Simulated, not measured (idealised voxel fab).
Process module, titled voxel wiring stack
It is cross-section cut that appears here, measuring 215 nm in width, its square cells being 5 nm in size.
Think of the cross-section as a grid of square cells. We describe it in bands, top to bottom, and each band covers one or more rows of those cells.
Quick guide to a band line: top height, bottom height (nm) up front; then every material left to right with its width in nm. Only one material and it's marked "throughout"? Then it fills the band edge to edge. And "air" just means empty space.
Heights from 0 (as-received wafer is one material below). Bottom band endless downward, as "top 0, no bottom".
The expression "30..40" gives the width at the extremes of the band, the first number at its top row of cells and the second at its bottom row, with the width changing by equal amounts from each row to the next in between.
It should be understood that the words "same as before", when stated for a given step, signify that the cross-section underwent no change in any of its cells during that step.
Empty spaces without an open route to the top, at least 8 cells in extent, make up the entry "Closed cavities"; each is given as width x height at distance, where the distance is measured from the left edge, and all are in nm.
after a step's settings: what the simulator itself notes on the step
A step's line can hold "overlay nm"; with a mask on that step, the setting says how far right of the planned place the mask lay, while a negative setting says it lay to the left.
Here's what the planned process steps look like
1: RECEIVE, material Si
2: CONFORMAL_DEP, material SiO2, thk nm 15
3: DIRECTIONAL_DEP, material TiN, thk nm 5
4: DIRECTIONAL_DEP, material Ru, thk nm 20
5: PATTERN, tone cover, mask id METAL_1, material resist, width nm 20, pitch nm 45, thk nm 15, overlay nm 0
6: DIRECTIONAL_ETCH, etch materials Ru, depth nm 20
7: DIRECTIONAL_ETCH, etch materials TiN, depth nm 5
8: STRIP, etch materials resist
9: FILL_DEP, material lowk, thk nm 5
10: CMP, height nm 40
11: CONFORMAL_DEP, material SiCN, thk nm 5
12: DIRECTIONAL_DEP, material SiO2, thk nm 35
13: PATTERN, tone open, mask id METAL_2, material resist, width nm 20, pitch nm 45, thk nm 20, overlay nm 0
14: DIRECTIONAL_ETCH, etch materials SiO2, depth nm 20
15: STRIP, etch materials resist
16: DIRECTIONAL_DEP, material aC, thk nm 15
17: PATTERN, tone open, mask id METAL_2_HOLES, material resist, width nm 15, pitch nm 90, thk nm 35, overlay nm 0
18: DIRECTIONAL_ETCH, etch materials aC, depth nm 15
19: STRIP, etch materials resist
20: DIRECTIONAL_ETCH, etch materials SiO2, depth nm 15
21: DIRECTIONAL_ETCH, etch materials SiCN, depth nm 5
22: STRIP, etch materials aC
23: CONFORMAL_DEP, material TiN, thk nm 5
24: FILL_DEP, material Cu, thk nm 5
25: CMP, height nm 80
26: CONFORMAL_DEP, material SiN, thk nm 5
As received (post step 1): cross-section
	top 0, no bottom | Si throughout
	Closed cavities: none
First wafer of two, sectioned at end of module; run went per plan
	top 85, bottom 80 | SiN throughout
	top 80, bottom 65 | SiO2: 30; TiN: 5; Cu: 10; TiN: 5; SiO2: 25; TiN: 5; Cu: 10; TiN: 5; SiO2: 25; TiN: 5; Cu: 10; TiN: 5; SiO2: 25; TiN: 5; Cu: 10; TiN: 5; SiO2: 30
	top 65, bottom 60 | SiO2: 30; TiN: 5; Cu: 5; TiN: 10; SiO2: 25; TiN: 20; SiO2: 25; TiN: 5; Cu: 5; TiN: 10; SiO2: 25; TiN: 20; SiO2: 30
	top 60, bottom 45 | SiO2: 30; TiN: 5; Cu: 5; TiN: 5; SiO2: 75; TiN: 5; Cu: 5; TiN: 5; SiO2: 80
	top 45, bottom 40 | SiCN: 30; TiN: 15; SiCN: 75; TiN: 15; SiCN: 80
	top 40, bottom 20 | lowk: 30; Ru: 20; lowk: 25; Ru: 20; lowk: 25; Ru: 20; lowk: 25; Ru: 20; lowk: 30
	top 20, bottom 15 | lowk: 30; TiN: 20; lowk: 25; TiN: 20; lowk: 25; TiN: 20; lowk: 25; TiN: 20; lowk: 30
	top 15, bottom 0 | SiO2 throughout
	top 0, no bottom | Si throughout
	Closed cavities: none
This cross-section belongs to the second wafer of two at the end of the module; the start and the plan were shared with the first, and the run included one mistake
	top 85, bottom 80 | SiN throughout
	top 80, bottom 65 | SiO2: 30; TiN: 5; Cu: 10; TiN: 5; SiO2: 25; TiN: 5; Cu: 10; TiN: 5; SiO2: 25; TiN: 5; Cu: 10; TiN: 5; SiO2: 25; TiN: 5; Cu: 10; TiN: 5; SiO2: 30
	top 65, bottom 60 | SiO2: 30; TiN: 5; Cu: 5; TiN: 10; SiO2: 25; TiN: 20; SiO2: 25; TiN: 5; Cu: 5; TiN: 10; SiO2: 25; TiN: 20; SiO2: 30
	top 60, bottom 45 | SiO2: 30; TiN: 5; Cu: 5; TiN: 5; SiO2: 75; TiN: 5; Cu: 5; TiN: 5; SiO2: 80
	top 45, bottom 40 | SiCN: 30; TiN: 15; SiCN: 75; TiN: 15; SiCN: 80
	top 40, bottom 35 | lowk throughout
	top 35, bottom 15 | lowk: 30; Ru: 20; lowk: 25; Ru: 20; lowk: 25; Ru: 20; lowk: 25; Ru: 20; lowk: 30
	top 15, bottom 0 | SiO2 throughout
	top 0, no bottom | Si throughout
	Closed cavities: none
What was done differently from what was planned? step 3 of the plan was omitted and not executed
Final tally in cells, some materials are higher or lower on the second wafer than on the first: TiN -16 | lowk +16
